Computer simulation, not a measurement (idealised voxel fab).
This section sets out a process module, namely voxel ribs on slabs.
FYI the section here is cut, 270 nm wide, cells are 5 nm squares.
Heads up, the way a cross-section reads in here is a grid of square cells, handed over as bands from the top down, with every band being one or more rows of cells. Look at the band entry: it leads with the top's height and the bottom's height in nm. Then it lists the materials left to right, with a width in nm for each. The word "everywhere" on a single material says that material fills the band edge to edge. The word "empty" is empty space. Measure heights from 0. That's the level where, below it, the as-received wafer is all one material. The lowest band is bottomless and extends downward; write it as in "0 nm and below". Think of "30->40" as a width that walks from the first number to the second as you go down the band, top row to bottom row, taking equal-sized steps from row to row. Step note "identical to before" = no cross-section cell changed. Heads up: "Enclosed void catalog" only lists the empty pockets with no open path to the top that are 8 cells or more, and it writes them as width x height at distance, distance from the left edge, in nm. The remark found on a step's line after its settings is issued by the simulator itself and pertains to that step. Regarding "overlay nm": on a step with a mask, it is the distance the mask lay to the right of its planned place; a negative value places it to the left.
PROCESS STEPS - PLAN
1 op RECEIVE | material Si
2 op DIRECTIONAL_DEP | material SiO2 | thk nm 30
3 op DIRECTIONAL_DEP | material SiN | thk nm 20
4 op MASKED_ETCH | tone cover | mask id RIB | width nm 20 | etch materials SiN | depth nm 15 | overlay nm 0
5 op MASKED_ETCH | tone cover | mask id SLAB | width nm 50 | etch materials SiN | depth nm 5 | overlay nm 0
6 op FILL_DEP | material SiO2 | thk nm 20
7 op CMP | height nm 65
8 op DIRECTIONAL_DEP | material TiN | thk nm 5
9 op DIRECTIONAL_DEP | material aC | thk nm 15
10 op PATTERN | tone cover | mask id HEATER | material resist | width nm 30 | thk nm 35 | overlay nm 0
11 op DIRECTIONAL_ETCH | etch materials aC | depth nm 15
12 op STRIP | etch materials resist
13 op DIRECTIONAL_ETCH | etch materials TiN | depth nm 5
14 op STRIP | etch materials aC
15 op CONFORMAL_DEP | material SiO2 | thk nm 5
CROSS-SECTION, INCOMING MATERIAL, AFTER STEP 1
* 0 nm and below | Si everywhere
* Enclosed void catalog: none
SAME STARTING WAFER, SAME PLAN AS ABOVE, ONE MISTAKE IN THE EXECUTION; THIS IS THE CROSS-SECTION AT THE END OF THE MODULE
* 75 nm to 70 nm | empty (115) / aC (40) / empty (115)
* 70 nm to 65 nm | aC (120) / TiN (30) / aC (120)
* 65 nm to 50 nm | SiO2 everywhere
* 50 nm to 35 nm | SiO2 (125) / SiN (20) / SiO2 (125)
* 35 nm to 30 nm | SiO2 (110) / SiN (50) / SiO2 (110)
* 30 nm to 0 nm | SiO2 everywhere
* 0 nm and below | Si everywhere
* Enclosed void catalog: none
Error vs. plan: step 15 ran differently from the plan; actual operation with settings: op CONFORMAL_DEP | material aC | thk nm 5
